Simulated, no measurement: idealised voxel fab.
process module | voxel released beams
cross-section cut | 200 nm wide | cells 5 nm
A cross-section is a grid of square cells, given in bands from the top down. A band is one or more rows of cells.
Each band's line starts with the height of the band's top and of its bottom, in nm. Then come its materials from left to right, each with its width in nm. One material with "throughout" fills the band from edge to edge. "air" is empty space.
Height 0 is the level under which the wafer as received is all one material. The lowest band goes on downwards, as in "0 down".
A width such as "30 to 40" changes by the same amount from each row of cells to the next, from the band's top row to its bottom row.
"no change" after a step means that no cell of the cross-section changed.
closed voids: empty space of 8 cells or more with no open way to the top, each as width x height at its distance from the left edge, in nm
after a step's settings: what the simulator itself notes on the step
overlay nm, on a step with a mask: how far to the right of its planned place the mask lay; to the left if negative
plan
1 op RECEIVE | material Si
2 op CONFORMAL_DEP | material Al2O3 | thk nm 5
3 op DIRECTIONAL_DEP | material SiO2 | thk nm 15
4 op DIRECTIONAL_DEP | material aC | thk nm 10
5 op PATTERN | tone open | mask id ANCHOR | material resist | width nm 25 | thk nm 30 | overlay nm 0
6 op DIRECTIONAL_ETCH | etch materials aC | depth nm 10
7 op STRIP | etch materials resist
8 op DIRECTIONAL_ETCH | etch materials SiO2 | depth nm 15
9 op STRIP | etch materials aC
10 op CONFORMAL_DEP | material W | thk nm 10
11 op PATTERN | tone cover | mask id BEAM | material resist | width nm 70 | thk nm 15 | overlay nm 0
12 op DIRECTIONAL_ETCH | etch materials W | depth nm 10
13 op STRIP | etch materials resist
14 op STRIP | etch materials SiO2
as received, after step 1
  0 down: Si throughout
  closed voids: none
a wafer at the end: this start, this plan, one mistake
  30 to 20: air 65 | W 10 | air 5 | W 45 | air 75
  20 to 15: air 65 | W 10 | air 5 | W 10 | air 110
  15 to 5: air 65 | W 25 | air 110
  5 to 0: Al2O3 throughout
  0 down: Si throughout
  closed voids: none
what went wrong: step 11 ran as: op PATTERN | tone cover | mask id BEAM | material resist | width nm 60 | thk nm 15 | overlay nm 0
